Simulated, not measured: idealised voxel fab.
The following process module bears the name voxel plated lines.
Square cell edge 5 nm, section width 265 nm, ID cut.
Just so we're on the same page, the cross-sections are grids of square cells, and they're listed out in bands top to bottom, each band one or more rows deep.
Quick guide to a band line: top height, bottom height (nm) up front; then every material left to right with its width in nm. Only one material and it's marked "all across"? Then it fills the band edge to edge. And "empty" just means empty space.
Counting heights begins at 0, where everything beneath is, in the wafer as received, one material. The lowest band has no bottom; it goes on downwards, as "0..down" shows.
So if you see something like "30..40" for the width, read it as the top row of the band sitting at the first number and the bottom row at the second, with every row in between moving by the same amount as the last.
You'll sometimes find "nothing different" written for a step, and that's the way of saying that nowhere in the cross-section did a cell change during that step.
Empty spaces without an open route to the top, at least 8 cells in extent, make up the entry "Closed cavity list"; each is given as width x height at distance, where the distance is measured from the left edge, and all are in nm.
Past the settings on a step's line: simulator remark, on that step.
"overlay nm" denotes, for a step that has a mask, the displacement of the mask to the right of its planned place, with negative values corresponding to the left.
Intended process steps:
| 1 | RECEIVE [material Si] |
| 2 | CONFORMAL_DEP [material SiO2] [thk nm 5] |
| 3 | DIRECTIONAL_DEP [material TiN] [thk nm 5] |
| 4 | PATTERN [tone open] [mask id LINES] [material resist] [width nm 25] [pitch nm 55] [thk nm 20] [overlay nm 0] |
| 5 | EPI [material Ru] [thk nm 10] |
| 6 | STRIP [etch materials resist] |
| 7 | DIRECTIONAL_ETCH [etch materials TiN] [depth nm 5] |
| 8 | CONFORMAL_DEP [material SiCN] [thk nm 5] |
Delivered wafer in cross-section: state after step 1:
0..down: Si all across
Closed cavity list: none
The cross-section shown corresponds to the wafer at the conclusion of the module. The initial structure and the process plan are those presented above; however, one mistake occurred in executing the plan:
20..10: empty 65 nm  Ru 25 nm  empty 30 nm  Ru 25 nm  empty 30 nm  Ru 25 nm  empty 65 nm
10..5: empty 65 nm  TiN 25 nm  empty 30 nm  TiN 25 nm  empty 30 nm  TiN 25 nm  empty 65 nm
5..0: SiO2 all across
0..down: Si all across
Closed cavity list: none
Misprocessing identified: plan step 8: skipped, not run
